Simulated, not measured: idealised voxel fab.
This section sets out a process module, namely voxel transistor to metal.
The cross-section shown here is cut; it is 195 nm wide and divided into square cells measuring 5 nm on a side.
This document writes a cross-section as a grid whose cells are square, and gives it as bands, listed from the top down; one or more rows of cells form a band. Per band: top height and bottom height in nm, followed by the left-to-right materials and their widths in nm; "all across" marks a single material spanning edge to edge, "air" marks empty space. Heights are measured from 0, the level below which the as-received wafer is all one material; the lowest band has no bottom and continues downward, written as in "0 nm and below". A width such as "30..40" changes by the same amount from each row of cells to the next, from the band's top row to its bottom row. "changes: none" after a step means that no cell of the cross-section changed. Listed in "Cavities, closed": every empty space of 8 or more cells without an open way to the top. Form: width x height at distance, the distance being from the left edge, all in nm. Past the settings on a step's line: simulator remark, on that step. The setting "overlay nm" may be written on the line of a step. When the step uses a mask, the value reports how far to the right of the planned place the mask lay, and a negative value reports that it lay to the left.
-- Process steps foreseen in the plan
1 RECEIVE | material Si
2 OXIDIZE | depth nm 5
3 CONFORMAL_DEP | material SiN | thk nm 15
4 MASKED_ETCH | tone cover | mask id ACTIVE | width nm 105 | etch materials SiN | depth nm 15 | overlay nm 0
5 MASKED_ETCH | tone cover | mask id ACTIVE | width nm 105 | etch materials SiO2 | depth nm 5 | overlay nm 0
6 MASKED_ETCH | tone cover | mask id ACTIVE | width nm 105 | etch materials Si | depth nm 25 | overlay nm 0
7 FILL_DEP | material SiO2 | thk nm 15
8 CMP | height nm 15
9 SELECTIVE_ETCH | etch materials SiO2 | depth nm 5
10 STRIP | etch materials SiN
11 SELECTIVE_ETCH | etch materials SiO2 | depth nm 5
12 OXIDIZE | depth nm 5
13 DIRECTIONAL_DEP | material polySi | thk nm 25
14 DIRECTIONAL_DEP | material SiCN | thk nm 10
15 MASKED_ETCH | tone cover | mask id GATE | width nm 15 | etch materials SiCN | depth nm 20 | overlay nm 0
16 MASKED_ETCH | tone cover | mask id GATE | width nm 15 | etch materials polySi | depth nm 35 | overlay nm 0
17 CONFORMAL_DEP | material SiO2 | thk nm 5
18 DIRECTIONAL_ETCH | etch materials SiO2 | depth nm 5
19 CONFORMAL_DEP | material SiN | thk nm 5
20 DIRECTIONAL_ETCH | etch materials SiN | depth nm 5
21 DIRECTIONAL_ETCH | etch materials SiO2 | depth nm 5
22 DIRECTIONAL_ETCH | etch materials Si | depth nm 5
23 EPI | material SiGe | thk nm 10
24 FILL_DEP | material SiO2 | thk nm 5
25 CMP | height nm 30
26 DIRECTIONAL_DEP | material SiO2 | thk nm 10
27 DIRECTIONAL_DEP | material aC | thk nm 15
28 PATTERN | tone open | mask id CONTACT | material resist | width nm 35 | pitch nm 60 | thk nm 35 | overlay nm 0
29 DIRECTIONAL_ETCH | etch materials aC | depth nm 15
30 STRIP | etch materials resist
31 DIRECTIONAL_ETCH | etch materials SiO2 | depth nm 45
32 STRIP | etch materials aC
33 CONFORMAL_DEP | material TiN | thk nm 5
34 FILL_DEP | material Ru | thk nm 10
35 CMP | height nm 40
36 CONFORMAL_DEP | material SiN | thk nm 5
37 DIRECTIONAL_DEP | material lowk | thk nm 25
38 MASKED_ETCH | tone open | mask id METAL_1 | width nm 20 | pitch nm 75 | etch materials lowk | depth nm 25 | overlay nm 0
39 MASKED_ETCH | tone open | mask id METAL_1 | width nm 20 | pitch nm 75 | etch materials SiN | depth nm 5 | overlay nm 0
40 CONFORMAL_DEP | material TiN | thk nm 5
41 FILL_DEP | material W | thk nm 10
42 CMP | height nm 70
43 CONFORMAL_DEP | material SiCN | thk nm 5
-- Cross-section: wafer on arrival = after step 1
0 nm and below: Si all across
Cavities, closed: none
-- This is how the wafer looks in cross-section once the module is done, given the starting state and plan above and one mistake in carrying the plan out
75 nm to 70 nm: SiCN all across
70 nm to 45 nm: lowk (50), TiN (5), W (10), TiN (5), lowk (55), TiN (5), W (10), TiN (5), lowk (50)
45 nm to 40 nm: SiN (50), TiN (20), SiN (55), TiN (20), SiN (50)
40 nm to 30 nm: SiO2 (50), TiN (5), Ru (25..20), TiN (5..10), SiO2 (25), TiN (5..10), Ru (25..20), TiN (5), SiO2 (50)
30 nm to 20 nm: SiO2 (50), TiN (5), Ru (20), TiN (5), SiN (5), SiO2 (5), SiCN (15), SiO2 (5), SiN (5), TiN (5), Ru (20), TiN (5), SiO2 (50)
20 nm to 10 nm: SiO2 (50), TiN (5), Ru (20), TiN (5), SiN (5), SiO2 (5), polySi (15), SiO2 (5), SiN (5), TiN (5), Ru (20), TiN (5), SiO2 (50)
10 nm to 5 nm: SiO2 (50), TiN (5), Ru (20), TiN (5), SiN (5), SiO2 (5), polySi (15), SiO2 (5), SiN (5), TiN (5), Ru (10), TiN (15), SiO2 (50)
5 nm to 0 nm: SiO2 (35), SiN (5), SiO2 (10), TiN (5), Ru (10), TiN (15), SiN (5), SiO2 (5), polySi (15), SiO2 (5), SiN (5), TiN (20), SiN (5), TiN (5), SiO2 (50)
0 nm to -5 nm: SiO2 (35), SiN (5), SiGe (10), TiN (20), SiGe (10), SiN (5), SiO2 (5), polySi (15), SiO2 (5), SiN (5), SiGe (20), SiN (5), TiN (5), SiO2 (50)
-5 nm to -10 nm: SiO2 (40), SiGe (40), SiO2 (35), SiGe (20), SiO2 (60)
-10 nm to -15 nm: SiO2 (35), Si (5), SiGe (40), Si (35), SiGe (20), Si (15), SiO2 (45)
-15 nm to -30 nm: SiO2 (35), Si (115), SiO2 (45)
-30 nm and below: Si all across
Cavities, closed: none
Error vs. plan: so step 4 ended up running with a different setting than we planned, it ran as MASKED_ETCH | tone cover | mask id ACTIVE | width nm 105 | etch materials SiN | depth nm 15 | overlay nm -10
